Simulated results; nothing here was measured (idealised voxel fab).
The document below concerns the process module designated voxel wiring stack.
Xsec cut, 210 nm wide, square cell size 5 nm.
Reading order for cross-sections: top band down to bottom band. Underlying form: a grid of square cells. Band size: one or more rows of cells.
Band entry format. Leading values: height of top, height of bottom, nm. Remainder: materials in left-to-right order, each with its width in nm. Special words: "throughout" on a single material, which then fills the band edge to edge; "empty", empty space.
Basically, 0 is our baseline, since under it the wafer straight out of the box is all one material. The bottom band has no lower end and keeps on going down, so it looks like "0 and below".
The expression "30 to 40" gives the width at the extremes of the band, the first number at its top row of cells and the second at its bottom row, with the width changing by equal amounts from each row to the next in between.
What does "stayed the same" mean for a step? It means no cell of the cross-section changed in that step.
Heads up: "Sealed void list" only lists the empty pockets with no open path to the top that are 8 cells or more, and it writes them as width x height at distance, distance from the left edge, in nm.
Whatever follows a step's settings on its line is a remark the simulator itself makes about that step.
"overlay nm" on a masked step: distance the mask lay right of its planned place, negative for left.
Pairs, read this way: before one process step on the one hand, after it on the other, the after cross-section ending at the lowest band that changed; the step between, settings included, beneath. Same starting wafer throughout, but possibly different runs of this module, so no pair continues from the pair above unless its entry headed "Before-step section" says so.
## Before-step section
* 0 and below  Si throughout
* Sealed void list: none
## Step Outcome
* 15 down to 0  SiO2 throughout
* All layers under 0 are left as they were.
* Sealed void list: none
It is this step that lies between the two cross-sections above: CONFORMAL_DEP, material SiO2, thk nm 15
Before-step section: look at the pair above, its after cross-section is where this step starts.
## Step Outcome
* 20 down to 15  TiN throughout
* All layers under 15 are left as they were.
* Sealed void list: none
It is this step that lies between the two cross-sections above: DIRECTIONAL_DEP, material TiN, thk nm 5
Before-step section: look at the pair above, its after cross-section is where this step starts.
## Step Outcome
* 40 down to 20  W throughout
* All layers under 20 are left as they were.
* Sealed void list: none
It is this step that lies between the two cross-sections above: DIRECTIONAL_DEP, material W, thk nm 20
Before-step section: look at the pair above, its after cross-section is where this step starts.
## Step Outcome
* 40 down to 20  75 nm empty, then 20 nm W, then 15 nm empty, then 20 nm W, then 80 nm empty
* All layers under 20 are left as they were.
* Sealed void list: none
It is this step that lies between the two cross-sections above: MASKED_ETCH, tone cover, mask id METAL_1, width nm 20, pitch nm 35, etch materials W, depth nm 20, overlay nm 0
Before-step section: look at the pair above, its after cross-section is where this step starts.
## Step Outcome
* 40 down to 20  75 nm empty, then 20 nm W, then 15 nm empty, then 20 nm W, then 80 nm empty
* 20 down to 15  75 nm empty, then 20 nm TiN, then 15 nm empty, then 20 nm TiN, then 80 nm empty
* All layers under 15 are left as they were.
* Sealed void list: none
It is this step that lies between the two cross-sections above: MASKED_ETCH, tone cover, mask id METAL_1, width nm 20, pitch nm 35, etch materials TiN, depth nm 5, overlay nm 0
Before-step section: look at the pair above, its after cross-section is where this step starts.
## Step Outcome
* 45 down to 40  70 nm empty, then 30 nm SiN, then 5 nm empty, then 30 nm SiN, then 75 nm empty
* 40 down to 20  70 nm empty, then 5 nm SiN, then 20 nm W, then 5 nm SiN, then 5 nm empty, then 5 nm SiN, then 20 nm W, then 5 nm SiN, then 75 nm empty
* 20 down to 15  75 nm SiN, then 20 nm TiN, then 15 nm SiN, then 20 nm TiN, then 80 nm SiN
* All layers under 15 are left as they were.
* Sealed void list: none
It is this step that lies between the two cross-sections above: CONFORMAL_DEP, material SiN, thk nm 5
Before-step section: look at the pair above, its after cross-section is where this step starts.
## Step Outcome
* 50 down to 45  SiO2 throughout
* 45 down to 40  70 nm SiO2, then 30 nm SiN, then 5 nm SiO2, then 30 nm SiN, then 75 nm SiO2
* 40 down to 20  70 nm SiO2, then 5 nm SiN, then 20 nm W, then 5 nm SiN, then 5 nm SiO2, then 5 nm SiN, then 20 nm W, then 5 nm SiN, then 75 nm SiO2
* All layers under 20 are left as they were.
* Sealed void list: none
It is this step that lies between the two cross-sections above: FILL_DEP, material SiO2, thk nm 5
Before-step section: look at the pair above, its after cross-section is where this step starts.
## Step Outcome
* 40 down to 20  70 nm SiO2, then 5 nm SiN, then 20 nm W, then 5 nm SiN, then 5 nm SiO2, then 5 nm SiN, then 20 nm W, then 5 nm SiN, then 75 nm SiO2
* All layers under 20 are left as they were.
* Sealed void list: none
It is this step that lies between the two cross-sections above: CMP, height nm 40
Before-step section: look at the pair above, its after cross-section is where this step starts.
## Step Outcome
* 45 down to 40  SiCN throughout
* All layers under 40 are left as they were.
* Sealed void list: none
It is this step that lies between the two cross-sections above: CONFORMAL_DEP, material SiCN, thk nm 5
Before-step section: look at the pair above, its after cross-section is where this step starts.
## Step Outcome
* 80 down to 45  SiO2 throughout
* All layers under 45 are left as they were.
* Sealed void list: none
It is this step that lies between the two cross-sections above: DIRECTIONAL_DEP, material SiO2, thk nm 35
Before-step section: look at the pair above, its after cross-section is where this step starts.
## Step Outcome
* 80 down to 60  75 nm SiO2, then 20 nm empty, then 15 nm SiO2, then 20 nm empty, then 80 nm SiO2
* All layers under 60 are left as they were.
* Sealed void list: none
It is this step that lies between the two cross-sections above: MASKED_ETCH, tone open, mask id METAL_2, width nm 20, pitch nm 35, etch materials SiO2, depth nm 20, overlay nm 0
Before-step section: look at the pair above, its after cross-section is where this step starts.
## Step Outcome
* 80 down to 60  75 nm SiO2, then 20 nm empty, then 15 nm SiO2, then 20 nm empty, then 80 nm SiO2
* 60 down to 45  75 nm SiO2, then 15 nm empty, then 120 nm SiO2
* All layers under 45 are left as they were.
* Sealed void list: none
It is this step that lies between the two cross-sections above: MASKED_ETCH, tone open, mask id METAL_2_HOLES, width nm 15, etch materials SiO2, depth nm 15, overlay nm 0
Before-step section: look at the pair above, its after cross-section is where this step starts.
## Step Outcome
* 80 down to 60  75 nm SiO2, then 20 nm empty, then 15 nm SiO2, then 20 nm empty, then 80 nm SiO2
* 60 down to 45  75 nm SiO2, then 15 nm empty, then 120 nm SiO2
* 45 down to 40  75 nm SiCN, then 15 nm empty, then 120 nm SiCN
* All layers under 40 are left as they were.
* Sealed void list: none
It is this step that lies between the two cross-sections above: MASKED_ETCH, tone open, mask id METAL_2_HOLES, width nm 15, etch materials SiCN, depth nm 5, overlay nm 0
Before-step section: look at the pair above, its after cross-section is where this step starts.
## Step Outcome
* 85 down to 80  80 nm TiN, then 10 nm empty, then 25 nm TiN, then 10 nm empty, then 85 nm TiN
* 80 down to 65  75 nm SiO2, then 5 nm TiN, then 10 nm empty, then 5 nm TiN, then 15 nm SiO2, then 5 nm TiN, then 10 nm empty, then 5 nm TiN, then 80 nm SiO2
* 65 down to 60  75 nm SiO2, then 5 nm TiN, then 5 nm empty, then 10 nm TiN, then 15 nm SiO2, then 20 nm TiN, then 80 nm SiO2
* 60 down to 45  75 nm SiO2, then 5 nm TiN, then 5 nm empty, then 5 nm TiN, then 120 nm SiO2
* 45 down to 40  75 nm SiCN, then 15 nm TiN, then 120 nm SiCN
* All layers under 40 are left as they were.
* Sealed void list: none
It is this step that lies between the two cross-sections above: CONFORMAL_DEP, material TiN, thk nm 5
Before-step section: look at the pair above, its after cross-section is where this step starts.
## Step Outcome
* 90 down to 85  Cu throughout
* 85 down to 80  80 nm TiN, then 10 nm Cu, then 25 nm TiN, then 10 nm Cu, then 85 nm TiN
* 80 down to 65  75 nm SiO2, then 5 nm TiN, then 10 nm Cu, then 5 nm TiN, then 15 nm SiO2, then 5 nm TiN, then 10 nm Cu, then 5 nm TiN, then 80 nm SiO2
* 65 down to 60  75 nm SiO2, then 5 nm TiN, then 5 nm Cu, then 10 nm TiN, then 15 nm SiO2, then 20 nm TiN, then 80 nm SiO2
* 60 down to 45  75 nm SiO2, then 5 nm TiN, then 5 nm Cu, then 5 nm TiN, then 120 nm SiO2
* All layers under 45 are left as they were.
* Sealed void list: none
It is this step that lies between the two cross-sections above: FILL_DEP, material Cu, thk nm 5
Before-step section: look at the pair above, its after cross-section is where this step starts.
## Step Outcome
* 80 down to 65  75 nm SiO2, then 5 nm TiN, then 10 nm Cu, then 5 nm TiN, then 15 nm SiO2, then 5 nm TiN, then 10 nm Cu, then 5 nm TiN, then 80 nm SiO2
* All layers under 65 are left as they were.
* Sealed void list: none
It is this step that lies between the two cross-sections above: CMP, height nm 80
Before-step section: look at the pair above, its after cross-section is where this step starts.
## Step Outcome
* 85 down to 80  SiCN throughout
* All layers under 80 are left as they were.
* Sealed void list: none
It is this step that lies between the two cross-sections above: CONFORMAL_DEP, material SiCN, thk nm 5
Before-step section: look at the pair above, its after cross-section is where this step starts.
## Step Outcome
* 95 down to 85  SiO2 throughout
* All layers under 85 are left as they were.
* Sealed void list: none
It is this step that lies between the two cross-sections above: DIRECTIONAL_DEP, material SiO2, thk nm 10
Before-step section: look at the pair above, its after cross-section is where this step starts.
## Step Outcome
* 95 down to 85  75 nm SiO2, then 15 nm empty, then 20 nm SiO2, then 15 nm empty, then 85 nm SiO2
* All layers under 85 are left as they were.
* Sealed void list: none
It is this step that lies between the two cross-sections above: MASKED_ETCH, tone open, mask id PLUG_2, width nm 15, pitch nm 35, etch materials SiO2, depth nm 10, overlay nm 0
Before-step section: look at the pair above, its after cross-section is where this step starts.
## Step Outcome
* 95 down to 85  75 nm SiO2, then 15 nm empty, then 20 nm SiO2, then 15 nm empty, then 85 nm SiO2
* 85 down to 80  75 nm SiCN, then 15 nm empty, then 20 nm SiCN, then 15 nm empty, then 85 nm SiCN
* All layers under 80 are left as they were.
* Sealed void list: none
It is this step that lies between the two cross-sections above: MASKED_ETCH, tone open, mask id PLUG_2, width nm 15, pitch nm 35, etch materials SiCN, depth nm 5, overlay nm 0
Before-step section: look at the pair above, its after cross-section is where this step starts.
## Step Outcome
* 95 down to 90  75 nm SiO2, then 15 nm empty, then 20 nm SiO2, then 15 nm empty, then 85 nm SiO2
* 90 down to 85  75 nm SiO2, then 15 nm Ru, then 20 nm SiO2, then 15 nm Ru, then 85 nm SiO2
* 85 down to 80  75 nm SiCN, then 15 nm Ru, then 20 nm SiCN, then 15 nm Ru, then 85 nm SiCN
* All layers under 80 are left as they were.
* Sealed void list: none
It is this step that lies between the two cross-sections above: EPI, material Ru, thk nm 10
Before-step section: look at the pair above, its after cross-section is where this step starts.
## Step Outcome
* 95 down to 85  75 nm SiO2, then 15 nm Ru, then 20 nm SiO2, then 15 nm Ru, then 85 nm SiO2
* All layers under 85 are left as they were.
* Sealed void list: none
It is this step that lies between the two cross-sections above: EPI, material Ru, thk nm 5
Before-step section: look at the pair above, its after cross-section is where this step starts.
## Step Outcome
* 100 down to 95  SiN throughout
* All layers under 95 are left as they were.
* Sealed void list: none
It is this step that lies between the two cross-sections above: CONFORMAL_DEP, material SiN, thk nm 5
Before-step section: look at the pair above, its after cross-section is where this step starts.
## Step Outcome
* 115 down to 100  SiO2 throughout
* All layers under 100 are left as they were.
* Sealed void list: none
It is this step that lies between the two cross-sections above: DIRECTIONAL_DEP, material SiO2, thk nm 15
Before-step section: look at the pair above, its after cross-section is where this step starts.
## Step Outcome
* 135 down to 115  75 nm resist, then 20 nm empty, then 15 nm resist, then 20 nm empty, then 80 nm resist
* All layers under 115 are left as they were.
* Sealed void list: none
It is this step that lies between the two cross-sections above: PATTERN, tone open, mask id METAL_3, material resist, width nm 20, pitch nm 35, thk nm 20, overlay nm 0
Before-step section: look at the pair above, its after cross-section is where this step starts.
## Step Outcome
* 135 down to 115  75 nm resist, then 20 nm empty, then 15 nm resist, then 20 nm empty, then 80 nm resist
* 115 down to 100  75 nm SiO2, then 20 nm empty, then 15 nm SiO2, then 20 nm empty, then 80 nm SiO2
* All layers under 100 are left as they were.
* Sealed void list: none
It is this step that lies between the two cross-sections above: DIRECTIONAL_ETCH, etch materials SiO2, depth nm 15
Before-step section: look at the pair above, its after cross-section is where this step starts.
## Step Outcome
* 135 down to 115  75 nm resist, then 20 nm empty, then 15 nm resist, then 20 nm empty, then 80 nm resist
* 115 down to 100  75 nm SiO2, then 20 nm empty, then 15 nm SiO2, then 20 nm empty, then 80 nm SiO2
* 100 down to 95  75 nm SiN, then 20 nm empty, then 15 nm SiN, then 20 nm empty, then 80 nm SiN
* All layers under 95 are left as they were.
* Sealed void list: none
It is this step that lies between the two cross-sections above: DIRECTIONAL_ETCH, etch materials SiN, depth nm 5
Before-step section: look at the pair above, its after cross-section is where this step starts.
## Step Outcome
* 115 down to 100  75 nm SiO2, then 20 nm empty, then 15 nm SiO2, then 20 nm empty, then 80 nm SiO2
* All layers under 100 are left as they were.
* Sealed void list: none
It is this step that lies between the two cross-sections above: STRIP, etch materials resist
Before-step section: look at the pair above, its after cross-section is where this step starts.
## Step Outcome
* 120 down to 115  80 nm TiN, then 10 nm empty, then 25 nm TiN, then 10 nm empty, then 85 nm TiN
* 115 down to 100  75 nm SiO2, then 5 nm TiN, then 10 nm empty, then 5 nm TiN, then 15 nm SiO2, then 5 nm TiN, then 10 nm empty, then 5 nm TiN, then 80 nm SiO2
* 100 down to 95  75 nm SiN, then 20 nm TiN, then 15 nm SiN, then 20 nm TiN, then 80 nm SiN
* All layers under 95 are left as they were.
* Sealed void list: none
It is this step that lies between the two cross-sections above: CONFORMAL_DEP, material TiN, thk nm 5
Before-step section: look at the pair above, its after cross-section is where this step starts.
## Step Outcome
* 130 down to 120  W throughout
* 120 down to 115  80 nm TiN, then 10 nm W, then 25 nm TiN, then 10 nm W, then 85 nm TiN
* 115 down to 100  75 nm SiO2, then 5 nm TiN, then 10 nm W, then 5 nm TiN, then 15 nm SiO2, then 5 nm TiN, then 10 nm W, then 5 nm TiN, then 80 nm SiO2
* All layers under 100 are left as they were.
* Sealed void list: none
It is this step that lies between the two cross-sections above: FILL_DEP, material W, thk nm 10
Before-step section: look at the pair above, its after cross-section is where this step starts.
## Step Outcome
* 115 down to 100  75 nm SiO2, then 5 nm TiN, then 10 nm W, then 5 nm TiN, then 15 nm SiO2, then 5 nm TiN, then 10 nm W, then 5 nm TiN, then 80 nm SiO2
* All layers under 100 are left as they were.
* Sealed void list: none
It is this step that lies between the two cross-sections above: CMP, height nm 115
Before-step section: look at the pair above, its after cross-section is where this step starts.
## Step Outcome
* 120 down to 115  SiCN throughout
* All layers under 115 are left as they were.
* Sealed void list: none
It is this step that lies between the two cross-sections above: CONFORMAL_DEP, material SiCN, thk nm 5
Before-step section: look at the pair above, its after cross-section is where this step starts.
## Step Outcome
* 155 down to 120  SiO2 throughout
* All layers under 120 are left as they were.
* Sealed void list: none
It is this step that lies between the two cross-sections above: DIRECTIONAL_DEP, material SiO2, thk nm 35
Before-step section: look at the pair above, its after cross-section is where this step starts.
## Step Outcome
* 175 down to 155  75 nm resist, then 20 nm empty, then 15 nm resist, then 20 nm empty, then 80 nm resist
* All layers under 155 are left as they were.
* Sealed void list: none
It is this step that lies between the two cross-sections above: PATTERN, tone open, mask id METAL_4, material resist, width nm 20, pitch nm 35, thk nm 20, overlay nm 0
Before-step section: look at the pair above, its after cross-section is where this step starts.
## Step Outcome
* 175 down to 155  75 nm resist, then 20 nm empty, then 15 nm resist, then 20 nm empty, then 80 nm resist
* 155 down to 135  75 nm SiO2, then 20 nm empty, then 15 nm SiO2, then 20 nm empty, then 80 nm SiO2
* All layers under 135 are left as they were.
* Sealed void list: none
It is this step that lies between the two cross-sections above: DIRECTIONAL_ETCH, etch materials SiO2, depth nm 20
Before-step section: look at the pair above, its after cross-section is where this step starts.
## Step Outcome
* 155 down to 135  75 nm SiO2, then 20 nm empty, then 15 nm SiO2, then 20 nm empty, then 80 nm SiO2
* All layers under 135 are left as they were.
* Sealed void list: none
It is this step that lies between the two cross-sections above: STRIP, etch materials resist
Before-step section: look at the pair above, its after cross-section is where this step starts.
## Step Outcome
* 165 down to 155  75 nm aC, then 20 nm empty, then 15 nm aC, then 20 nm empty, then 80 nm aC
* 155 down to 145  75 nm SiO2, then 20 nm empty, then 15 nm SiO2, then 20 nm empty, then 80 nm SiO2
* 145 down to 135  75 nm SiO2, then 20 nm aC, then 15 nm SiO2, then 20 nm aC, then 80 nm SiO2
* All layers under 135 are left as they were.
* Sealed void list: none
It is this step that lies between the two cross-sections above: DIRECTIONAL_DEP, material aC, thk nm 10
Before-step section: look at the pair above, its after cross-section is where this step starts.
## Step Outcome
* 190 down to 165  75 nm resist, then 15 nm empty, then 20 nm resist, then 15 nm empty, then 85 nm resist
* 165 down to 155  75 nm aC, then 15 nm empty, then 5 nm resist, then 15 nm aC, then 15 nm empty, then 5 nm resist, then 80 nm aC
* 155 down to 145  75 nm SiO2, then 15 nm empty, then 5 nm resist, then 15 nm SiO2, then 15 nm empty, then 5 nm resist, then 80 nm SiO2
* All layers under 145 are left as they were.
* Sealed void list: none
It is this step that lies between the two cross-sections above: PATTERN, tone open, mask id METAL_4_HOLES, material resist, width nm 15, pitch nm 35, thk nm 25, overlay nm 0
Before-step section: look at the pair above, its after cross-section is where this step starts.
## Step Outcome
* 180 down to 165  75 nm resist, then 15 nm empty, then 20 nm resist, then 15 nm empty, then 85 nm resist
* 165 down to 155  75 nm aC, then 15 nm empty, then 5 nm resist, then 15 nm aC, then 15 nm empty, then 5 nm resist, then 80 nm aC
* 155 down to 145  75 nm SiO2, then 15 nm empty, then 5 nm resist, then 15 nm SiO2, then 15 nm empty, then 5 nm resist, then 80 nm SiO2
* 145 down to 135  75 nm SiO2, then 15 nm empty, then 5 nm aC, then 15 nm SiO2, then 15 nm empty, then 5 nm aC, then 80 nm SiO2
* All layers under 135 are left as they were.
* Sealed void list: none
It is this step that lies between the two cross-sections above: DIRECTIONAL_ETCH, etch materials aC, depth nm 10
Before-step section: look at the pair above, its after cross-section is where this step starts.
## Step Outcome
* 165 down to 155  75 nm aC, then 20 nm empty, then 15 nm aC, then 20 nm empty, then 80 nm aC
* 155 down to 145  75 nm SiO2, then 20 nm empty, then 15 nm SiO2, then 20 nm empty, then 80 nm SiO2
* All layers under 145 are left as they were.
* Sealed void list: none
It is this step that lies between the two cross-sections above: STRIP, etch materials resist
Before-step section: look at the pair above, its after cross-section is where this step starts.
## Step Outcome
* 165 down to 155  75 nm aC, then 20 nm empty, then 15 nm aC, then 20 nm empty, then 80 nm aC
* 155 down to 145  75 nm SiO2, then 20 nm empty, then 15 nm SiO2, then 20 nm empty, then 80 nm SiO2
* 145 down to 135  75 nm SiO2, then 15 nm empty, then 5 nm aC, then 15 nm SiO2, then 15 nm empty, then 5 nm aC, then 80 nm SiO2
* 135 down to 120  75 nm SiO2, then 15 nm empty, then 20 nm SiO2, then 15 nm empty, then 85 nm SiO2
* All layers under 120 are left as they were.
* Sealed void list: none
It is this step that lies between the two cross-sections above: DIRECTIONAL_ETCH, etch materials SiO2, depth nm 15
Before-step section: look at the pair above, its after cross-section is where this step starts.
## Step Outcome
* 165 down to 155  75 nm aC, then 20 nm empty, then 15 nm aC, then 20 nm empty, then 80 nm aC
* 155 down to 145  75 nm SiO2, then 20 nm empty, then 15 nm SiO2, then 20 nm empty, then 80 nm SiO2
* 145 down to 135  75 nm SiO2, then 15 nm empty, then 5 nm aC, then 15 nm SiO2, then 15 nm empty, then 5 nm aC, then 80 nm SiO2
* 135 down to 120  75 nm SiO2, then 15 nm empty, then 20 nm SiO2, then 15 nm empty, then 85 nm SiO2
* 120 down to 115  75 nm SiCN, then 15 nm empty, then 20 nm SiCN, then 15 nm empty, then 85 nm SiCN
* All layers under 115 are left as they were.
* Sealed void list: none
It is this step that lies between the two cross-sections above: DIRECTIONAL_ETCH, etch materials SiCN, depth nm 5
Before-step section: look at the pair above, its after cross-section is where this step starts.
## Step Outcome
* 155 down to 135  75 nm SiO2, then 20 nm empty, then 15 nm SiO2, then 20 nm empty, then 80 nm SiO2
* All layers under 135 are left as they were.
* Sealed void list: none
It is this step that lies between the two cross-sections above: STRIP, etch materials aC
Before-step section: look at the pair above, its after cross-section is where this step starts.
## Step Outcome
* 160 down to 155  80 nm TiN, then 10 nm empty, then 25 nm TiN, then 10 nm empty, then 85 nm TiN
* 155 down to 140  75 nm SiO2, then 5 nm TiN, then 10 nm empty, then 5 nm TiN, then 15 nm SiO2, then 5 nm TiN, then 10 nm empty, then 5 nm TiN, then 80 nm SiO2
* 140 down to 135  75 nm SiO2, then 5 nm TiN, then 5 nm empty, then 10 nm TiN, then 15 nm SiO2, then 5 nm TiN, then 5 nm empty, then 10 nm TiN, then 80 nm SiO2
* 135 down to 120  75 nm SiO2, then 5 nm TiN, then 5 nm empty, then 5 nm TiN, then 20 nm SiO2, then 5 nm TiN, then 5 nm empty, then 5 nm TiN, then 85 nm SiO2
* 120 down to 115  75 nm SiCN, then 15 nm TiN, then 20 nm SiCN, then 15 nm TiN, then 85 nm SiCN
* All layers under 115 are left as they were.
* Sealed void list: none
It is this step that lies between the two cross-sections above: CONFORMAL_DEP, material TiN, thk nm 5
Before-step section: look at the pair above, its after cross-section is where this step starts.
## Step Outcome
* 170 down to 160  Cu throughout
* 160 down to 155  80 nm TiN, then 10 nm Cu, then 25 nm TiN, then 10 nm Cu, then 85 nm TiN
* 155 down to 140  75 nm SiO2, then 5 nm TiN, then 10 nm Cu, then 5 nm TiN, then 15 nm SiO2, then 5 nm TiN, then 10 nm Cu, then 5 nm TiN, then 80 nm SiO2
* 140 down to 135  75 nm SiO2, then 5 nm TiN, then 5 nm Cu, then 10 nm TiN, then 15 nm SiO2, then 5 nm TiN, then 5 nm Cu, then 10 nm TiN, then 80 nm SiO2
* 135 down to 120  75 nm SiO2, then 5 nm TiN, then 5 nm Cu, then 5 nm TiN, then 20 nm SiO2, then 5 nm TiN, then 5 nm Cu, then 5 nm TiN, then 85 nm SiO2
* All layers under 120 are left as they were.
* Sealed void list: none
It is this step that lies between the two cross-sections above: FILL_DEP, material Cu, thk nm 10
Before-step section: look at the pair above, its after cross-section is where this step starts.
## Step Outcome
* 155 down to 140  75 nm SiO2, then 5 nm TiN, then 10 nm Cu, then 5 nm TiN, then 15 nm SiO2, then 5 nm TiN, then 10 nm Cu, then 5 nm TiN, then 80 nm SiO2
* All layers under 140 are left as they were.
* Sealed void list: none
It is this step that lies between the two cross-sections above: CMP, height nm 155
Before-step section: look at the pair above, its after cross-section is where this step starts.
## Step Outcome
* 160 down to 155  SiCN throughout
* All layers under 155 are left as they were.
* Sealed void list: none
It is this step that lies between the two cross-sections above: CONFORMAL_DEP, material SiCN, thk nm 5
## Before-step section
* 85 down to 80  SiCN throughout
* 80 down to 65  75 nm SiO2, then 5 nm TiN, then 10 nm Cu, then 5 nm TiN, then 15 nm SiO2, then 5 nm TiN, then 10 nm Cu, then 5 nm TiN, then 80 nm SiO2
* 65 down to 60  75 nm SiO2, then 5 nm TiN, then 5 nm Cu, then 10 nm TiN, then 15 nm SiO2, then 20 nm TiN, then 80 nm SiO2
* 60 down to 45  75 nm SiO2, then 5 nm TiN, then 5 nm Cu, then 5 nm TiN, then 120 nm SiO2
* 45 down to 40  75 nm SiCN, then 15 nm TiN, then 120 nm SiCN
* 40 down to 20  70 nm SiO2, then 5 nm SiN, then 20 nm W, then 5 nm SiN, then 5 nm SiO2, then 5 nm SiN, then 20 nm W, then 5 nm SiN, then 75 nm SiO2
* 20 down to 15  75 nm SiN, then 20 nm TiN, then 15 nm SiN, then 20 nm TiN, then 80 nm SiN
* 15 down to 0  SiO2 throughout
* 0 and below  Si throughout
* Sealed void list: none
## Step Outcome
* 85 down to 80  75 nm SiCN, then 15 nm empty, then 20 nm SiCN, then 15 nm empty, then 85 nm SiCN
* All layers under 80 are left as they were.
* Sealed void list: none
It is this step that lies between the two cross-sections above: MASKED_ETCH, tone open, mask id PLUG_2, width nm 15, pitch nm 35, etch materials SiCN, depth nm 5, overlay nm 0
Before-step section: look at the pair above, its after cross-section is where this step starts.
## Step Outcome
* 90 down to 85  70 nm empty, then 25 nm Ru, then 10 nm empty, then 25 nm Ru, then 80 nm empty
* 85 down to 80  75 nm SiCN, then 15 nm Ru, then 20 nm SiCN, then 15 nm Ru, then 85 nm SiCN
* All layers under 80 are left as they were.
* Sealed void list: none
It is this step that lies between the two cross-sections above: EPI, material Ru, thk nm 10
Before-step section: look at the pair above, its after cross-section is where this step starts.
## Step Outcome
* 95 down to 85  65 nm empty, then 70 nm Ru, then 75 nm empty
* All layers under 85 are left as they were.
* Sealed void list: none
It is this step that lies between the two cross-sections above: EPI, material Ru, thk nm 5
Before-step section: look at the pair above, its after cross-section is where this step starts.
## Step Outcome
* 100 down to 95  60 nm empty, then 80 nm SiN, then 70 nm empty
* 95 down to 90  60 nm empty, then 5 nm SiN, then 70 nm Ru, then 5 nm SiN, then 70 nm empty
* 90 down to 85  65 nm SiN, then 70 nm Ru, then 75 nm SiN
* All layers under 85 are left as they were.
* Sealed void list: none
It is this step that lies between the two cross-sections above: CONFORMAL_DEP, material SiN, thk nm 5
Before-step section: look at the pair above, its after cross-section is where this step starts.
## Step Outcome
* 115 down to 105  60 nm empty, then 80 nm SiO2, then 70 nm empty
* 105 down to 100  SiO2 throughout
* 100 down to 95  60 nm SiO2, then 80 nm SiN, then 70 nm SiO2
* 95 down to 90  60 nm SiO2, then 5 nm SiN, then 70 nm Ru, then 5 nm SiN, then 70 nm SiO2
* All layers under 90 are left as they were.
* Sealed void list: none
It is this step that lies between the two cross-sections above: DIRECTIONAL_DEP, material SiO2, thk nm 15
Before-step section: look at the pair above, its after cross-section is where this step starts.
## Step Outcome
* 135 down to 115  75 nm resist, then 20 nm empty, then 15 nm resist, then 20 nm empty, then 80 nm resist
* 115 down to 105  60 nm resist, then 80 nm SiO2, then 70 nm resist
* All layers under 105 are left as they were.
* Sealed void list: none
It is this step that lies between the two cross-sections above: PATTERN, tone open, mask id METAL_3, material resist, width nm 20, pitch nm 35, thk nm 20, overlay nm 0
Before-step section: look at the pair above, its after cross-section is where this step starts.
## Step Outcome
* 135 down to 115  75 nm resist, then 20 nm empty, then 15 nm resist, then 20 nm empty, then 80 nm resist
* 115 down to 105  60 nm resist, then 15 nm SiO2, then 20 nm empty, then 15 nm SiO2, then 20 nm empty, then 10 nm SiO2, then 70 nm resist
* 105 down to 100  75 nm SiO2, then 20 nm empty, then 15 nm SiO2, then 20 nm empty, then 80 nm SiO2
* All layers under 100 are left as they were.
* Sealed void list: none
It is this step that lies between the two cross-sections above: DIRECTIONAL_ETCH, etch materials SiO2, depth nm 15
Before-step section: look at the pair above, its after cross-section is where this step starts.
## Step Outcome
* 135 down to 115  75 nm resist, then 20 nm empty, then 15 nm resist, then 20 nm empty, then 80 nm resist
* 115 down to 105  60 nm resist, then 15 nm SiO2, then 20 nm empty, then 15 nm SiO2, then 20 nm empty, then 10 nm SiO2, then 70 nm resist
* 105 down to 100  75 nm SiO2, then 20 nm empty, then 15 nm SiO2, then 20 nm empty, then 80 nm SiO2
* 100 down to 95  60 nm SiO2, then 15 nm SiN, then 20 nm empty, then 15 nm SiN, then 20 nm empty, then 10 nm SiN, then 70 nm SiO2
* All layers under 95 are left as they were.
* Sealed void list: none
It is this step that lies between the two cross-sections above: DIRECTIONAL_ETCH, etch materials SiN, depth nm 5
Before-step section: look at the pair above, its after cross-section is where this step starts.
## Step Outcome
* 115 down to 105  60 nm empty, then 15 nm SiO2, then 20 nm empty, then 15 nm SiO2, then 20 nm empty, then 10 nm SiO2, then 70 nm empty
* All layers under 105 are left as they were.
* Sealed void list: none
It is this step that lies between the two cross-sections above: STRIP, etch materials resist
Before-step section: look at the pair above, its after cross-section is where this step starts.
## Step Outcome
* 120 down to 115  55 nm empty, then 25 nm TiN, then 10 nm empty, then 25 nm TiN, then 10 nm empty, then 20 nm TiN, then 65 nm empty
* 115 down to 110  55 nm empty, then 5 nm TiN, then 15 nm SiO2, then 5 nm TiN, then 10 nm empty, then 5 nm TiN, then 15 nm SiO2, then 5 nm TiN, then 10 nm empty, then 5 nm TiN, then 10 nm SiO2, then 5 nm TiN, then 65 nm empty
* 110 down to 105  60 nm TiN, then 15 nm SiO2, then 5 nm TiN, then 10 nm empty, then 5 nm TiN, then 15 nm SiO2, then 5 nm TiN, then 10 nm empty, then 5 nm TiN, then 10 nm SiO2, then 70 nm TiN
* 105 down to 100  75 nm SiO2, then 5 nm TiN, then 10 nm empty, then 5 nm TiN, then 15 nm SiO2, then 5 nm TiN, then 10 nm empty, then 5 nm TiN, then 80 nm SiO2
* 100 down to 95  60 nm SiO2, then 15 nm SiN, then 20 nm TiN, then 15 nm SiN, then 20 nm TiN, then 10 nm SiN, then 70 nm SiO2
* All layers under 95 are left as they were.
* Sealed void list: none
It is this step that lies between the two cross-sections above: CONFORMAL_DEP, material TiN, thk nm 5
Before-step section: look at the pair above, its after cross-section is where this step starts.
## Step Outcome
* 130 down to 120  W throughout
* 120 down to 115  55 nm W, then 25 nm TiN, then 10 nm W, then 25 nm TiN, then 10 nm W, then 20 nm TiN, then 65 nm W
* 115 down to 110  55 nm W, then 5 nm TiN, then 15 nm SiO2, then 5 nm TiN, then 10 nm W, then 5 nm TiN, then 15 nm SiO2, then 5 nm TiN, then 10 nm W, then 5 nm TiN, then 10 nm SiO2, then 5 nm TiN, then 65 nm W
* 110 down to 105  60 nm TiN, then 15 nm SiO2, then 5 nm TiN, then 10 nm W, then 5 nm TiN, then 15 nm SiO2, then 5 nm TiN, then 10 nm W, then 5 nm TiN, then 10 nm SiO2, then 70 nm TiN
* 105 down to 100  75 nm SiO2, then 5 nm TiN, then 10 nm W, then 5 nm TiN, then 15 nm SiO2, then 5 nm TiN, then 10 nm W, then 5 nm TiN, then 80 nm SiO2
* All layers under 100 are left as they were.
* Sealed void list: none
It is this step that lies between the two cross-sections above: FILL_DEP, material W, thk nm 10
Before-step section: look at the pair above, its after cross-section is where this step starts.
## Step Outcome
* 115 down to 110  55 nm W, then 5 nm TiN, then 15 nm SiO2, then 5 nm TiN, then 10 nm W, then 5 nm TiN, then 15 nm SiO2, then 5 nm TiN, then 10 nm W, then 5 nm TiN, then 10 nm SiO2, then 5 nm TiN, then 65 nm W
* All layers under 110 are left as they were.
* Sealed void list: none
It is this step that lies between the two cross-sections above: CMP, height nm 115
Before-step section: look at the pair above, its after cross-section is where this step starts.
## Step Outcome
* 120 down to 115  SiCN throughout
* All layers under 115 are left as they were.
* Sealed void list: none
It is this step that lies between the two cross-sections above: CONFORMAL_DEP, material SiCN, thk nm 5
Before-step section: look at the pair above, its after cross-section is where this step starts.
## Step Outcome
* 155 down to 120  SiO2 throughout
* All layers under 120 are left as they were.
* Sealed void list: none
It is this step that lies between the two cross-sections above: DIRECTIONAL_DEP, material SiO2, thk nm 35
